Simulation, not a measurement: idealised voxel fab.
Title: Process Module voxel wiring stack
The cross-section on display is named cut; it measures 165 nm wide, and its cells are 5 nm squares.
Cross-section format: a grid of square cells, given as bands from top to bottom; each band is one or more rows of cells.
Top, bottom (nm), then materials left to right with widths (nm); lone material tagged "throughout" fills the whole band edge to edge; "empty" = empty space.
The reference from which all heights are counted is 0, the level beneath which the as-received wafer is entirely one material; the lowest band, having no lower bound, proceeds downward and is written after the example "from 0 down".
Note: "30..40" means the width goes from the first number (top row of the band) to the second number (bottom row) in equal steps per row of cells.
"all unchanged" after a step means that no cell of the cross-section changed.
Entry "Closed void entries". Content: empty spaces with no open connection to the top, size 8 cells or greater. Each: width x height at distance. Distance: from left edge. Unit: nm.
The remark found on a step's line after its settings is issued by the simulator itself and pertains to that step.
"overlay nm", when on a step's line for a step with a mask, measures how far to the right of its planned place the mask lay; a negative measure means to the left.
Pairs follow: section before one process step, section after it down to the lowest changed band, step with settings underneath. Pairs may come from different runs of this module on the same starting wafer; continuity with the pair above only as stated in the "Pre-process state" entry.
-- Pre-process state
> from 65 to 50 | resist 20 nm | empty 30 nm | resist 15 nm | empty 30 nm | resist 15 nm | empty 30 nm | resist 25 nm
> from 50 to 40 | aC 20 nm | empty 30 nm | aC 15 nm | empty 30 nm | aC 15 nm | empty 30 nm | aC 25 nm
> from 40 to 35 | SiCN throughout
> from 35 to 0 | SiO2 throughout
> from 0 down | Si throughout
> Closed void entries: none
-- Sectional Result
> from 50 to 40 | aC 20 nm | empty 30 nm | aC 15 nm | empty 30 nm | aC 15 nm | empty 30 nm | aC 25 nm
> Unchanged below 40.
> Closed void entries: none
The transition between the preceding cross-sections is accomplished by STRIP, etch materials resist
Pre-process state: The initial state for this step is given by the after cross-section of the immediately preceding pair.
-- Sectional Result
> from 50 to 40 | aC 20 nm | empty 30 nm | aC 15 nm | empty 30 nm | aC 15 nm | empty 30 nm | aC 25 nm
> from 40 to 35 | SiCN 20 nm | empty 30 nm | SiCN 15 nm | empty 30 nm | SiCN 15 nm | empty 30 nm | SiCN 25 nm
> Unchanged below 35.
> Closed void entries: none
The transition between the preceding cross-sections is accomplished by DIRECTIONAL_ETCH, etch materials SiCN, depth nm 5
Pre-process state: The initial state for this step is given by the after cross-section of the immediately preceding pair.
-- Sectional Result
> from 40 to 35 | SiCN 20 nm | empty 30 nm | SiCN 15 nm | empty 30 nm | SiCN 15 nm | empty 30 nm | SiCN 25 nm
> Unchanged below 35.
> Closed void entries: none
The transition between the preceding cross-sections is accomplished by STRIP, etch materials aC
Pre-process state: The initial state for this step is given by the after cross-section of the immediately preceding pair.
-- Sectional Result
> from 45 to 40 | TiN 25 nm | empty 20 nm | TiN 25 nm | empty 20 nm | TiN 25 nm | empty 20 nm | TiN 30 nm
> from 40 to 35 | SiCN 20 nm | TiN 30 nm | SiCN 15 nm | TiN 30 nm | SiCN 15 nm | TiN 30 nm | SiCN 25 nm
> Unchanged below 35.
> Closed void entries: none
The transition between the preceding cross-sections is accomplished by CONFORMAL_DEP, material TiN, thk nm 5
Pre-process state: The initial state for this step is given by the after cross-section of the immediately preceding pair.
-- Sectional Result
> from 50 to 45 | W throughout
> from 45 to 40 | TiN 25 nm | W 20 nm | TiN 25 nm | W 20 nm | TiN 25 nm | W 20 nm | TiN 30 nm
> Unchanged below 40.
> Closed void entries: none
The transition between the preceding cross-sections is accomplished by FILL_DEP, material W, thk nm 5
Pre-process state: The initial state for this step is given by the after cross-section of the immediately preceding pair.
-- Sectional Result
> from 40 to 35 | SiCN 20 nm | TiN 30 nm | SiCN 15 nm | TiN 30 nm | SiCN 15 nm | TiN 30 nm | SiCN 25 nm
> Unchanged below 35.
> Closed void entries: none
The transition between the preceding cross-sections is accomplished by CMP, height nm 40
Pre-process state: The initial state for this step is given by the after cross-section of the immediately preceding pair.
-- Sectional Result
> from 45 to 40 | SiCN throughout
> Unchanged below 40.
> Closed void entries: none
The transition between the preceding cross-sections is accomplished by CONFORMAL_DEP, material SiCN, thk nm 5
Pre-process state: The initial state for this step is given by the after cross-section of the immediately preceding pair.
-- Sectional Result
> from 60 to 45 | lowk throughout
> Unchanged below 45.
> Closed void entries: none
The transition between the preceding cross-sections is accomplished by DIRECTIONAL_DEP, material lowk, thk nm 15
Pre-process state: The initial state for this step is given by the after cross-section of the immediately preceding pair.
-- Sectional Result
> from 75 to 60 | aC throughout
> Unchanged below 60.
> Closed void entries: none
The transition between the preceding cross-sections is accomplished by DIRECTIONAL_DEP, material aC, thk nm 15
Pre-process state: The initial state for this step is given by the after cross-section of the immediately preceding pair.
-- Sectional Result
> from 110 to 75 | resist 20 nm | empty 15 nm | resist 75 nm | empty 15 nm | resist 40 nm
> Unchanged below 75.
> Closed void entries: none
The transition between the preceding cross-sections is accomplished by PATTERN, tone open, mask id PLUG_1, material resist, width nm 15, pitch nm 90, thk nm 35, overlay nm 0
Pre-process state: The initial state for this step is given by the after cross-section of the immediately preceding pair.
-- Sectional Result
> from 95 to 75 | resist 20 nm | empty 15 nm | resist 75 nm | empty 15 nm | resist 40 nm
> from 75 to 60 | aC 20 nm | empty 15 nm | aC 75 nm | empty 15 nm | aC 40 nm
> Unchanged below 60.
> Closed void entries: none
The transition between the preceding cross-sections is accomplished by DIRECTIONAL_ETCH, etch materials aC, depth nm 15
Pre-process state: The initial state for this step is given by the after cross-section of the immediately preceding pair.
-- Sectional Result
> from 75 to 60 | aC 20 nm | empty 15 nm | aC 75 nm | empty 15 nm | aC 40 nm
> Unchanged below 60.
> Closed void entries: none
The transition between the preceding cross-sections is accomplished by STRIP, etch materials resist
Pre-process state: The initial state for this step is given by the after cross-section of the immediately preceding pair.
-- Sectional Result
> from 75 to 60 | aC 20 nm | empty 15 nm | aC 75 nm | empty 15 nm | aC 40 nm
> from 60 to 45 | lowk 20 nm | empty 15 nm | lowk 75 nm | empty 15 nm | lowk 40 nm
> Unchanged below 45.
> Closed void entries: none
The transition between the preceding cross-sections is accomplished by DIRECTIONAL_ETCH, etch materials lowk, depth nm 15
Pre-process state: The initial state for this step is given by the after cross-section of the immediately preceding pair.
-- Sectional Result
> from 75 to 60 | aC 20 nm | empty 15 nm | aC 75 nm | empty 15 nm | aC 40 nm
> from 60 to 45 | lowk 20 nm | empty 15 nm | lowk 75 nm | empty 15 nm | lowk 40 nm
> from 45 to 40 | SiCN 20 nm | empty 15 nm | SiCN 75 nm | empty 15 nm | SiCN 40 nm
> Unchanged below 40.
> Closed void entries: none
The transition between the preceding cross-sections is accomplished by DIRECTIONAL_ETCH, etch materials SiCN, depth nm 5
Pre-process state: The initial state for this step is given by the after cross-section of the immediately preceding pair.
-- Sectional Result
> from 60 to 45 | lowk 20 nm | empty 15 nm | lowk 75 nm | empty 15 nm | lowk 40 nm
> Unchanged below 45.
> Closed void entries: none
The transition between the preceding cross-sections is accomplished by STRIP, etch materials aC
Pre-process state: The initial state for this step is given by the after cross-section of the immediately preceding pair.
-- Sectional Result
> from 60 to 50 | lowk 20 nm | empty 15 nm | lowk 75 nm | empty 15 nm | lowk 40 nm
> from 50 to 45 | lowk 20 nm | Ru 15 nm | lowk 75 nm | Ru 15 nm | lowk 40 nm
> from 45 to 40 | SiCN 20 nm | Ru 15 nm | SiCN 75 nm | Ru 15 nm | SiCN 40 nm
> Unchanged below 40.
> Closed void entries: none
The transition between the preceding cross-sections is accomplished by EPI, material Ru, thk nm 10
Pre-process state: The initial state for this step is given by the after cross-section of the immediately preceding pair.
-- Sectional Result
> from 60 to 45 | lowk 20 nm | Ru 15 nm | lowk 75 nm | Ru 15 nm | lowk 40 nm
> Unchanged below 45.
> Closed void entries: none
The transition between the preceding cross-sections is accomplished by EPI, material Ru, thk nm 10
Pre-process state: The initial state for this step is given by the after cross-section of the immediately preceding pair.
-- Sectional Result
> from 65 to 60 | TiN throughout
> Unchanged below 60.
> Closed void entries: none
The transition between the preceding cross-sections is accomplished by DIRECTIONAL_DEP, material TiN, thk nm 5
Pre-process state: The initial state for this step is given by the after cross-section of the immediately preceding pair.
-- Sectional Result
> from 90 to 65 | W throughout
> Unchanged below 65.
> Closed void entries: none
The transition between the preceding cross-sections is accomplished by DIRECTIONAL_DEP, material W, thk nm 25
Pre-process state: The initial state for this step is given by the after cross-section of the immediately preceding pair.
-- Sectional Result
> from 90 to 65 | empty 20 nm | W 30 nm | empty 15 nm | W 30 nm | empty 15 nm | W 30 nm | empty 25 nm
> Unchanged below 65.
> Closed void entries: none
The transition between the preceding cross-sections is accomplished by MASKED_ETCH, tone cover, mask id METAL_2, width nm 30, pitch nm 45, etch materials W, depth nm 25, overlay nm 0
Pre-process state: The initial state for this step is given by the after cross-section of the immediately preceding pair.
-- Sectional Result
> from 90 to 65 | empty 20 nm | W 30 nm | empty 15 nm | W 30 nm | empty 15 nm | W 30 nm | empty 25 nm
> from 65 to 60 | empty 20 nm | TiN 30 nm | empty 15 nm | TiN 30 nm | empty 15 nm | TiN 30 nm | empty 25 nm
> Unchanged below 60.
> Closed void entries: none
The transition between the preceding cross-sections is accomplished by MASKED_ETCH, tone cover, mask id METAL_2, width nm 30, pitch nm 45, etch materials TiN, depth nm 5, overlay nm 0
Pre-process state: The initial state for this step is given by the after cross-section of the immediately preceding pair.
-- Sectional Result
> from 95 to 90 | empty 15 nm | SiCN 40 nm | empty 5 nm | SiCN 40 nm | empty 5 nm | SiCN 40 nm | empty 20 nm
> from 90 to 65 | empty 15 nm | SiCN 5 nm | W 30 nm | SiCN 5 nm | empty 5 nm | SiCN 5 nm | W 30 nm | SiCN 5 nm | empty 5 nm | SiCN 5 nm | W 30 nm | SiCN 5 nm | empty 20 nm
> from 65 to 60 | SiCN 20 nm | TiN 30 nm | SiCN 15 nm | TiN 30 nm | SiCN 15 nm | TiN 30 nm | SiCN 25 nm
> Unchanged below 60.
> Closed void entries: none
The transition between the preceding cross-sections is accomplished by CONFORMAL_DEP, material SiCN, thk nm 5
Pre-process state: The initial state for this step is given by the after cross-section of the immediately preceding pair.
-- Sectional Result
> from 100 to 95 | SiO2 throughout
> from 95 to 90 | SiO2 15 nm | SiCN 40 nm | SiO2 5 nm | SiCN 40 nm | SiO2 5 nm | SiCN 40 nm | SiO2 20 nm
> from 90 to 65 | SiO2 15 nm | SiCN 5 nm | W 30 nm | SiCN 5 nm | SiO2 5 nm | SiCN 5 nm | W 30 nm | SiCN 5 nm | SiO2 5 nm | SiCN 5 nm | W 30 nm | SiCN 5 nm | SiO2 20 nm
> Unchanged below 65.
> Closed void entries: none
The transition between the preceding cross-sections is accomplished by FILL_DEP, material SiO2, thk nm 5
Pre-process state: The initial state for this step is given by the after cross-section of the immediately preceding pair.
-- Sectional Result
> from 90 to 65 | SiO2 15 nm | SiCN 5 nm | W 30 nm | SiCN 5 nm | SiO2 5 nm | SiCN 5 nm | W 30 nm | SiCN 5 nm | SiO2 5 nm | SiCN 5 nm | W 30 nm | SiCN 5 nm | SiO2 20 nm
> Unchanged below 65.
> Closed void entries: none
The transition between the preceding cross-sections is accomplished by CMP, height nm 90
Pre-process state: The initial state for this step is given by the after cross-section of the immediately preceding pair.
-- Sectional Result
> from 95 to 90 | SiCN throughout
> Unchanged below 90.
> Closed void entries: none
The transition between the preceding cross-sections is accomplished by CONFORMAL_DEP, material SiCN, thk nm 5
Pre-process state: The initial state for this step is given by the after cross-section of the immediately preceding pair.
-- Sectional Result
> from 120 to 95 | lowk throughout
> Unchanged below 95.
> Closed void entries: none
The transition between the preceding cross-sections is accomplished by DIRECTIONAL_DEP, material lowk, thk nm 25
Pre-process state: The initial state for this step is given by the after cross-section of the immediately preceding pair.
-- Sectional Result
> from 135 to 120 | aC throughout
> Unchanged below 120.
> Closed void entries: none
The transition between the preceding cross-sections is accomplished by DIRECTIONAL_DEP, material aC, thk nm 15
Pre-process state: The initial state for this step is given by the after cross-section of the immediately preceding pair.
-- Sectional Result
> from 170 to 135 | resist 20 nm | empty 15 nm | resist 30 nm | empty 15 nm | resist 30 nm | empty 15 nm | resist 40 nm
> Unchanged below 135.
> Closed void entries: none
The transition between the preceding cross-sections is accomplished by PATTERN, tone open, mask id METAL_3_HOLES, material resist, width nm 15, pitch nm 45, thk nm 35, overlay nm 0
Pre-process state: The initial state for this step is given by the after cross-section of the immediately preceding pair.
-- Sectional Result
> from 155 to 135 | resist 20 nm | empty 15 nm | resist 30 nm | empty 15 nm | resist 30 nm | empty 15 nm | resist 40 nm
> from 135 to 120 | aC 20 nm | empty 15 nm | aC 30 nm | empty 15 nm | aC 30 nm | empty 15 nm | aC 40 nm
> Unchanged below 120.
> Closed void entries: none
The transition between the preceding cross-sections is accomplished by DIRECTIONAL_ETCH, etch materials aC, depth nm 15
Pre-process state: The initial state for this step is given by the after cross-section of the immediately preceding pair.
-- Sectional Result
> from 135 to 120 | aC 20 nm | empty 15 nm | aC 30 nm | empty 15 nm | aC 30 nm | empty 15 nm | aC 40 nm
> Unchanged below 120.
> Closed void entries: none
The transition between the preceding cross-sections is accomplished by STRIP, etch materials resist
Pre-process state: The initial state for this step is given by the after cross-section of the immediately preceding pair.
-- Sectional Result
> from 135 to 120 | aC 20 nm | empty 15 nm | aC 30 nm | empty 15 nm | aC 30 nm | empty 15 nm | aC 40 nm
> from 120 to 95 | lowk 20 nm | empty 15 nm | lowk 30 nm | empty 15 nm | lowk 30 nm | empty 15 nm | lowk 40 nm
> Unchanged below 95.
> Closed void entries: none
The transition between the preceding cross-sections is accomplished by DIRECTIONAL_ETCH, etch materials lowk, depth nm 25
Pre-process state: The initial state for this step is given by the after cross-section of the immediately preceding pair.
-- Sectional Result
> from 120 to 95 | lowk 20 nm | empty 15 nm | lowk 30 nm | empty 15 nm | lowk 30 nm | empty 15 nm | lowk 40 nm
> Unchanged below 95.
> Closed void entries: none
The transition between the preceding cross-sections is accomplished by STRIP, etch materials aC
Pre-process state: The initial state for this step is given by the after cross-section of the immediately preceding pair.
-- Sectional Result
> from 135 to 120 | resist 20 nm | empty 30 nm | resist 15 nm | empty 30 nm | resist 15 nm | empty 30 nm | resist 25 nm
> Unchanged below 120.
> Closed void entries: none
The transition between the preceding cross-sections is accomplished by PATTERN, tone open, mask id METAL_3, material resist, width nm 30, pitch nm 45, thk nm 15, overlay nm 0
Pre-process state: The initial state for this step is given by the after cross-section of the immediately preceding pair.
-- Sectional Result
> from 135 to 120 | resist 20 nm | empty 30 nm | resist 15 nm | empty 30 nm | resist 15 nm | empty 30 nm | resist 25 nm
> from 120 to 105 | lowk 20 nm | empty 30 nm | lowk 15 nm | empty 30 nm | lowk 15 nm | empty 30 nm | lowk 25 nm
> Unchanged below 105.
> Closed void entries: none
The transition between the preceding cross-sections is accomplished by DIRECTIONAL_ETCH, etch materials lowk, depth nm 15
Pre-process state: The initial state for this step is given by the after cross-section of the immediately preceding pair.
-- Sectional Result
> from 135 to 120 | resist 20 nm | empty 30 nm | resist 15 nm | empty 30 nm | resist 15 nm | empty 30 nm | resist 25 nm
> from 120 to 105 | lowk 20 nm | empty 30 nm | lowk 15 nm | empty 30 nm | lowk 15 nm | empty 30 nm | lowk 25 nm
> from 105 to 95 | lowk 20 nm | empty 15 nm | lowk 30 nm | empty 15 nm | lowk 30 nm | empty 15 nm | lowk 40 nm
> from 95 to 90 | SiCN 20 nm | empty 15 nm | SiCN 30 nm | empty 15 nm | SiCN 30 nm | empty 15 nm | SiCN 40 nm
> Unchanged below 90.
> Closed void entries: none
The transition between the preceding cross-sections is accomplished by DIRECTIONAL_ETCH, etch materials SiCN, depth nm 5
Pre-process state: The initial state for this step is given by the after cross-section of the immediately preceding pair.
-- Sectional Result
> from 120 to 105 | lowk 20 nm | empty 30 nm | lowk 15 nm | empty 30 nm | lowk 15 nm | empty 30 nm | lowk 25 nm
> Unchanged below 105.
> Closed void entries: none
The transition between the preceding cross-sections is accomplished by STRIP, etch materials resist
Pre-process state: The initial state for this step is given by the after cross-section of the immediately preceding pair.
-- Sectional Result
> from 125 to 120 | TiN 25 nm | empty 20 nm | TiN 25 nm | empty 20 nm | TiN 25 nm | empty 20 nm | TiN 30 nm
> from 120 to 110 | lowk 20 nm | TiN 5 nm | empty 20 nm | TiN 5 nm | lowk 15 nm | TiN 5 nm | empty 20 nm | TiN 5 nm | lowk 15 nm | TiN 5 nm | empty 20 nm | TiN 5 nm | lowk 25 nm
> from 110 to 105 | lowk 20 nm | TiN 5 nm | empty 5 nm | TiN 20 nm | lowk 15 nm | TiN 5 nm | empty 5 nm | TiN 20 nm | lowk 15 nm | TiN 5 nm | empty 5 nm | TiN 20 nm | lowk 25 nm
> from 105 to 95 | lowk 20 nm | TiN 5 nm | empty 5 nm | TiN 5 nm | lowk 30 nm | TiN 5 nm | empty 5 nm | TiN 5 nm | lowk 30 nm | TiN 5 nm | empty 5 nm | TiN 5 nm | lowk 40 nm
> from 95 to 90 | SiCN 20 nm | TiN 15 nm | SiCN 30 nm | TiN 15 nm | SiCN 30 nm | TiN 15 nm | SiCN 40 nm
> Unchanged below 90.
> Closed void entries: none
The transition between the preceding cross-sections is accomplished by CONFORMAL_DEP, material TiN, thk nm 5
Pre-process state: The initial state for this step is given by the after cross-section of the immediately preceding pair.
-- Sectional Result
> from 130 to 125 | Cu throughout
> from 125 to 120 | TiN 25 nm | Cu 20 nm | TiN 25 nm | Cu 20 nm | TiN 25 nm | Cu 20 nm | TiN 30 nm
> from 120 to 110 | lowk 20 nm | TiN 5 nm | Cu 20 nm | TiN 5 nm | lowk 15 nm | TiN 5 nm | Cu 20 nm | TiN 5 nm | lowk 15 nm | TiN 5 nm | Cu 20 nm | TiN 5 nm | lowk 25 nm
> from 110 to 105 | lowk 20 nm | TiN 5 nm | Cu 5 nm | TiN 20 nm | lowk 15 nm | TiN 5 nm | Cu 5 nm | TiN 20 nm | lowk 15 nm | TiN 5 nm | Cu 5 nm | TiN 20 nm | lowk 25 nm
> from 105 to 95 | lowk 20 nm | TiN 5 nm | Cu 5 nm | TiN 5 nm | lowk 30 nm | TiN 5 nm | Cu 5 nm | TiN 5 nm | lowk 30 nm | TiN 5 nm | Cu 5 nm | TiN 5 nm | lowk 40 nm
> Unchanged below 95.
> Closed void entries: none
The transition between the preceding cross-sections is accomplished by FILL_DEP, material Cu, thk nm 5
Pre-process state: The initial state for this step is given by the after cross-section of the immediately preceding pair.
-- Sectional Result
> from 120 to 110 | lowk 20 nm | TiN 5 nm | Cu 20 nm | TiN 5 nm | lowk 15 nm | TiN 5 nm | Cu 20 nm | TiN 5 nm | lowk 15 nm | TiN 5 nm | Cu 20 nm | TiN 5 nm | lowk 25 nm
> Unchanged below 110.
> Closed void entries: none
The transition between the preceding cross-sections is accomplished by CMP, height nm 120
Pre-process state: The initial state for this step is given by the after cross-section of the immediately preceding pair.
-- Sectional Result
> from 125 to 120 | SiCN throughout
> Unchanged below 120.
> Closed void entries: none
The transition between the preceding cross-sections is accomplished by CONFORMAL_DEP, material SiCN, thk nm 5
-- Pre-process state
> from 130 to 125 | Cu throughout
> from 125 to 120 | TiN 25 nm | Cu 20 nm | TiN 25 nm | Cu 20 nm | TiN 25 nm | Cu 20 nm | TiN 30 nm
> from 120 to 110 | lowk 20 nm | TiN 5 nm | Cu 20 nm | TiN 5 nm | lowk 15 nm | TiN 5 nm | Cu 20 nm | TiN 5 nm | lowk 15 nm | TiN 5 nm | Cu 20 nm | TiN 5 nm | lowk 25 nm
> from 110 to 105 | lowk 20 nm | TiN 5 nm | Cu 5 nm | TiN 20 nm | lowk 15 nm | TiN 5 nm | Cu 5 nm | TiN 20 nm | lowk 15 nm | TiN 5 nm | Cu 5 nm | TiN 20 nm | lowk 25 nm
> from 105 to 95 | lowk 20 nm | TiN 5 nm | Cu 5 nm | TiN 5 nm | lowk 30 nm | TiN 5 nm | Cu 5 nm | TiN 5 nm | lowk 30 nm | TiN 5 nm | Cu 5 nm | TiN 5 nm | lowk 40 nm
> from 95 to 90 | SiCN 20 nm | TiN 15 nm | SiCN 30 nm | TiN 15 nm | SiCN 30 nm | TiN 15 nm | SiCN 40 nm
> from 90 to 65 | SiO2 15 nm | SiCN 5 nm | W 30 nm | SiCN 5 nm | SiO2 5 nm | SiCN 5 nm | W 30 nm | SiCN 5 nm | SiO2 5 nm | SiCN 5 nm | W 30 nm | SiCN 5 nm | SiO2 20 nm
> from 65 to 60 | SiCN 20 nm | TiN 30 nm | SiCN 15 nm | TiN 30 nm | SiCN 15 nm | TiN 30 nm | SiCN 25 nm
> from 60 to 45 | lowk 20 nm | Ru 15 nm | lowk 75 nm | Ru 15 nm | lowk 40 nm
> from 45 to 40 | SiCN 20 nm | Ru 15 nm | SiCN 75 nm | Ru 15 nm | SiCN 40 nm
> from 40 to 15 | SiO2 20 nm | TiN 5 nm | W 20 nm | TiN 5 nm | SiO2 15 nm | TiN 5 nm | W 20 nm | TiN 5 nm | SiO2 15 nm | TiN 5 nm | W 20 nm | TiN 5 nm | SiO2 25 nm
> from 15 to 10 | SiCN 20 nm | TiN 30 nm | SiCN 15 nm | TiN 30 nm | SiCN 15 nm | TiN 30 nm | SiCN 25 nm
> from 10 to 0 | SiO2 throughout
> from 0 down | Si throughout
> Closed void entries: none
-- Sectional Result
> from 125 to 120 | TiN 25 nm | Cu 20 nm | TiN 25 nm | Cu 20 nm | TiN 25 nm | Cu 20 nm | TiN 30 nm
> Unchanged below 120.
> Closed void entries: none
The transition between the preceding cross-sections is accomplished by CMP, height nm 125
Pre-process state: The initial state for this step is given by the after cross-section of the immediately preceding pair.
-- Sectional Result
> from 130 to 125 | SiCN throughout
> Unchanged below 125.
> Closed void entries: none
The transition between the preceding cross-sections is accomplished by CONFORMAL_DEP, material SiCN, thk nm 5
-- Pre-process state
> from 135 to 120 | aC throughout
> from 120 to 95 | lowk throughout
> from 95 to 90 | SiCN throughout
> from 90 to 65 | SiO2 15 nm | SiCN 5 nm | W 30 nm | SiCN 5 nm | SiO2 5 nm | SiCN 5 nm | W 30 nm | SiCN 5 nm | SiO2 5 nm | SiCN 5 nm | W 30 nm | SiCN 5 nm | SiO2 20 nm
> from 65 to 60 | SiCN 20 nm | TiN 30 nm | SiCN 15 nm | TiN 30 nm | SiCN 15 nm | TiN 30 nm | SiCN 25 nm
> from 60 to 45 | lowk 20 nm | Ru 15 nm | lowk 75 nm | Ru 15 nm | lowk 40 nm
> from 45 to 40 | SiCN 20 nm | Ru 15 nm | SiCN 75 nm | Ru 15 nm | SiCN 40 nm
> from 40 to 15 | SiO2 20 nm | TiN 5 nm | W 20 nm | TiN 5 nm | SiO2 15 nm | TiN 5 nm | W 20 nm | TiN 5 nm | SiO2 15 nm | TiN 5 nm | W 20 nm | TiN 5 nm | SiO2 25 nm
> from 15 to 10 | SiCN 20 nm | TiN 30 nm | SiCN 15 nm | TiN 30 nm | SiCN 15 nm | TiN 30 nm | SiCN 25 nm
> from 10 to 0 | SiO2 throughout
> from 0 down | Si throughout
> Closed void entries: none
-- Sectional Result
> from 170 to 135 | resist 15 nm | empty 25 nm | resist 20 nm | empty 25 nm | resist 20 nm | empty 25 nm | resist 35 nm
> Unchanged below 135.
> Closed void entries: none
The transition between the preceding cross-sections is accomplished by PATTERN, tone open, mask id METAL_3_HOLES, material resist, width nm 25, pitch nm 45, thk nm 35, overlay nm 0
Pre-process state: The initial state for this step is given by the after cross-section of the immediately preceding pair.
-- Sectional Result
> from 155 to 135 | resist 15 nm | empty 25 nm | resist 20 nm | empty 25 nm | resist 20 nm | empty 25 nm | resist 35 nm
> from 135 to 120 | aC 15 nm | empty 25 nm | aC 20 nm | empty 25 nm | aC 20 nm | empty 25 nm | aC 35 nm
> Unchanged below 120.
> Closed void entries: none
The transition between the preceding cross-sections is accomplished by DIRECTIONAL_ETCH, etch materials aC, depth nm 15
Pre-process state: The initial state for this step is given by the after cross-section of the immediately preceding pair.
-- Sectional Result
> from 135 to 120 | aC 15 nm | empty 25 nm | aC 20 nm | empty 25 nm | aC 20 nm | empty 25 nm | aC 35 nm
> Unchanged below 120.
> Closed void entries: none
The transition between the preceding cross-sections is accomplished by STRIP, etch materials resist
Pre-process state: The initial state for this step is given by the after cross-section of the immediately preceding pair.
-- Sectional Result
> from 135 to 120 | aC 15 nm | empty 25 nm | aC 20 nm | empty 25 nm | aC 20 nm | empty 25 nm | aC 35 nm
> from 120 to 95 | lowk 15 nm | empty 25 nm | lowk 20 nm | empty 25 nm | lowk 20 nm | empty 25 nm | lowk 35 nm
> Unchanged below 95.
> Closed void entries: none
The transition between the preceding cross-sections is accomplished by DIRECTIONAL_ETCH, etch materials lowk, depth nm 25
Pre-process state: The initial state for this step is given by the after cross-section of the immediately preceding pair.
-- Sectional Result
> from 120 to 95 | lowk 15 nm | empty 25 nm | lowk 20 nm | empty 25 nm | lowk 20 nm | empty 25 nm | lowk 35 nm
> Unchanged below 95.
> Closed void entries: none
The transition between the preceding cross-sections is accomplished by STRIP, etch materials aC
Pre-process state: The initial state for this step is given by the after cross-section of the immediately preceding pair.
-- Sectional Result
> from 135 to 120 | resist 20 nm | empty 30 nm | resist 15 nm | empty 30 nm | resist 15 nm | empty 30 nm | resist 25 nm
> from 120 to 95 | lowk 15 nm | resist 5 nm | empty 20 nm | lowk 20 nm | resist 5 nm | empty 20 nm | lowk 20 nm | resist 5 nm | empty 20 nm | lowk 35 nm
> Unchanged below 95.
> Closed void entries: none
The transition between the preceding cross-sections is accomplished by PATTERN, tone open, mask id METAL_3, material resist, width nm 30, pitch nm 45, thk nm 15, overlay nm 0
Pre-process state: The initial state for this step is given by the after cross-section of the immediately preceding pair.
-- Sectional Result
> from 135 to 120 | resist 20 nm | empty 30 nm | resist 15 nm | empty 30 nm | resist 15 nm | empty 30 nm | resist 25 nm
> from 120 to 105 | lowk 15 nm | resist 5 nm | empty 30 nm | lowk 10 nm | resist 5 nm | empty 30 nm | lowk 10 nm | resist 5 nm | empty 30 nm | lowk 25 nm
> Unchanged below 105.
> Closed void entries: none
The transition between the preceding cross-sections is accomplished by DIRECTIONAL_ETCH, etch materials lowk, depth nm 15
Pre-process state: The initial state for this step is given by the after cross-section of the immediately preceding pair.
-- Sectional Result
> from 135 to 120 | resist 20 nm | empty 30 nm | resist 15 nm | empty 30 nm | resist 15 nm | empty 30 nm | resist 25 nm
> from 120 to 105 | lowk 15 nm | resist 5 nm | empty 30 nm | lowk 10 nm | resist 5 nm | empty 30 nm | lowk 10 nm | resist 5 nm | empty 30 nm | lowk 25 nm
> from 105 to 95 | lowk 15 nm | resist 5 nm | empty 20 nm | lowk 20 nm | resist 5 nm | empty 20 nm | lowk 20 nm | resist 5 nm | empty 20 nm | lowk 35 nm
> from 95 to 90 | SiCN 20 nm | empty 20 nm | SiCN 25 nm | empty 20 nm | SiCN 25 nm | empty 20 nm | SiCN 35 nm
> Unchanged below 90.
> Closed void entries: none
The transition between the preceding cross-sections is accomplished by DIRECTIONAL_ETCH, etch materials SiCN, depth nm 5
Pre-process state: The initial state for this step is given by the after cross-section of the immediately preceding pair.
-- Sectional Result
> from 120 to 105 | lowk 15 nm | empty 35 nm | lowk 10 nm | empty 35 nm | lowk 10 nm | empty 35 nm | lowk 25 nm
> from 105 to 95 | lowk 15 nm | empty 25 nm | lowk 20 nm | empty 25 nm | lowk 20 nm | empty 25 nm | lowk 35 nm
> Unchanged below 95.
> Closed void entries: none
The transition between the preceding cross-sections is accomplished by STRIP, etch materials resist
Pre-process state: The initial state for this step is given by the after cross-section of the immediately preceding pair.
-- Sectional Result
> from 125 to 120 | TiN 20 nm | empty 25 nm | TiN 20 nm | empty 25 nm | TiN 20 nm | empty 25 nm | TiN 30 nm
> from 120 to 110 | lowk 15 nm | TiN 5 nm | empty 25 nm | TiN 5 nm | lowk 10 nm | TiN 5 nm | empty 25 nm | TiN 5 nm | lowk 10 nm | TiN 5 nm | empty 25 nm | TiN 5 nm | lowk 25 nm
> from 110 to 100 | lowk 15 nm | TiN 5 nm | empty 15 nm | TiN 15..5 nm | lowk 10..20 nm | TiN 5 nm | empty 15 nm | TiN 15..5 nm | lowk 10..20 nm | TiN 5 nm | empty 15 nm | TiN 15..5 nm | lowk 25..35 nm
> from 100 to 95 | lowk 15 nm | TiN 10 nm | empty 10 nm | TiN 5 nm | lowk 20 nm | TiN 10 nm | empty 10 nm | TiN 5 nm | lowk 20 nm | TiN 10 nm | empty 10 nm | TiN 5 nm | lowk 35 nm
> from 95 to 90 | SiCN 20 nm | TiN 20 nm | SiCN 25 nm | TiN 20 nm | SiCN 25 nm | TiN 20 nm | SiCN 35 nm
> Unchanged below 90.
> Closed void entries: none
The transition between the preceding cross-sections is accomplished by CONFORMAL_DEP, material TiN, thk nm 5
Pre-process state: The initial state for this step is given by the after cross-section of the immediately preceding pair.
-- Sectional Result
> from 130 to 125 | Cu throughout
> from 125 to 120 | TiN 20 nm | Cu 25 nm | TiN 20 nm | Cu 25 nm | TiN 20 nm | Cu 25 nm | TiN 30 nm
> from 120 to 110 | lowk 15 nm | TiN 5 nm | Cu 25 nm | TiN 5 nm | lowk 10 nm | TiN 5 nm | Cu 25 nm | TiN 5 nm | lowk 10 nm | TiN 5 nm | Cu 25 nm | TiN 5 nm | lowk 25 nm
> from 110 to 100 | lowk 15 nm | TiN 5 nm | Cu 15 nm | TiN 15..5 nm | lowk 10..20 nm | TiN 5 nm | Cu 15 nm | TiN 15..5 nm | lowk 10..20 nm | TiN 5 nm | Cu 15 nm | TiN 15..5 nm | lowk 25..35 nm
> from 100 to 95 | lowk 15 nm | TiN 10 nm | Cu 10 nm | TiN 5 nm | lowk 20 nm | TiN 10 nm | Cu 10 nm | TiN 5 nm | lowk 20 nm | TiN 10 nm | Cu 10 nm | TiN 5 nm | lowk 35 nm
> Unchanged below 95.
> Closed void entries: none
The transition between the preceding cross-sections is accomplished by FILL_DEP, material Cu, thk nm 5
Pre-process state: The initial state for this step is given by the after cross-section of the immediately preceding pair.
-- Sectional Result
> from 120 to 110 | lowk 15 nm | TiN 5 nm | Cu 25 nm | TiN 5 nm | lowk 10 nm | TiN 5 nm | Cu 25 nm | TiN 5 nm | lowk 10 nm | TiN 5 nm | Cu 25 nm | TiN 5 nm | lowk 25 nm
> Unchanged below 110.
> Closed void entries: none
The transition between the preceding cross-sections is accomplished by CMP, height nm 120
